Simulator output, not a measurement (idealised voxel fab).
Herein follows the process module entitled voxel lift off.
For reference, the cross-section in this document is cut, with width 215 nm and square cells of 5 nm.
Reading order for cross-sections: top band down to bottom band. Underlying form: a grid of square cells. Band size: one or more rows of cells.
A band entry consists of two parts. The first gives the height of the band's top and the height of its bottom, in nm. The rest lists the band's materials from left to right, each with its width in nm. A single material labelled with the word "everywhere" fills the band from edge to edge, and the word "blank" marks empty space.
Heights from 0 (as-received wafer is one material below). Bottom band endless downward, as "top 0, no bottom".
A width such as "30..40" changes by the same amount from each row of cells to the next, from the band's top row to its bottom row.
Take "nothing was modified" at face value: in the step it is given for, the cross-section changed in none of its cells.
Entry "Completely enclosed voids" = empty spaces >= 8 cells with no open way to the top; each as width x height at distance, distance from left edge, all nm.
Whatever follows a step's settings on its line is a remark the simulator itself makes about that step.
When a step includes a mask, the "overlay nm" setting on its line states how far to the right of its planned place that mask lay, and negative values state how far to the left.

# Below is the list of planned process steps
1) RECEIVE [material Si]
2) CONFORMAL_DEP [material Al2O3] [thk nm 5]
3) PATTERN [tone open] [mask id LINES] [material resist] [width nm 25] [pitch nm 40] [thk nm 20] [overlay nm 0]
4) DIRECTIONAL_DEP [material Ru] [thk nm 10]
5) STRIP [etch materials resist]
6) CONFORMAL_DEP [material SiCN] [thk nm 5]

# Wafer as received: cross-section following step 1
- top 0, no bottom  Si everywhere
- Completely enclosed voids: none

# Cross-sectional image of the first of two wafers at the end of the module, the run having proceeded as planned
- top 20, bottom 15  blank: 30  SiCN: 35  blank: 5  SiCN: 35  blank: 5  SiCN: 35  blank: 5  SiCN: 35  blank: 30
- top 15, bottom 10  blank: 30  SiCN: 5  Ru: 25  SiCN: 5  blank: 5  SiCN: 5  Ru: 25  SiCN: 5  blank: 5  SiCN: 5  Ru: 25  SiCN: 5  blank: 5  SiCN: 5  Ru: 25  SiCN: 5  blank: 30
- top 10, bottom 5  SiCN: 35  Ru: 25  SiCN: 15  Ru: 25  SiCN: 15  Ru: 25  SiCN: 15  Ru: 25  SiCN: 35
- top 5, bottom 0  Al2O3 everywhere
- top 0, no bottom  Si everywhere
- Completely enclosed voids: none

# Cross-section at end of module for the second wafer of two, which matched the first in starting point and plan and differed by one mistake in its processing
- top 20, bottom 15  blank: 30  SiCN: 35  blank: 5  SiCN: 35  blank: 5  SiCN: 35  blank: 5  SiCN: 35  blank: 30
- top 15, bottom 10  blank: 30  SiCN: 5  Ru: 25  SiCN: 5  blank: 5  SiCN: 5  Ru: 25  SiCN: 5  blank: 5  SiCN: 5  Ru: 25  SiCN: 5  blank: 5  SiCN: 5  Ru: 25  SiCN: 5  blank: 30
- top 10, bottom 5  SiCN: 35  Ru: 25  SiCN: 15  Ru: 25  SiCN: 15  Ru: 25  SiCN: 15  Ru: 25  SiCN: 35
- top 5, bottom 0  Ru everywhere
- top 0, no bottom  Si everywhere
- Completely enclosed voids: none
Processing error: step 2 off recipe, ran as CONFORMAL_DEP [material Ru] [thk nm 5]
Heads up, by the end the second wafer has more or fewer cells of some materials compared to the first: Al2O3: 43 fewer; Ru: 43 more
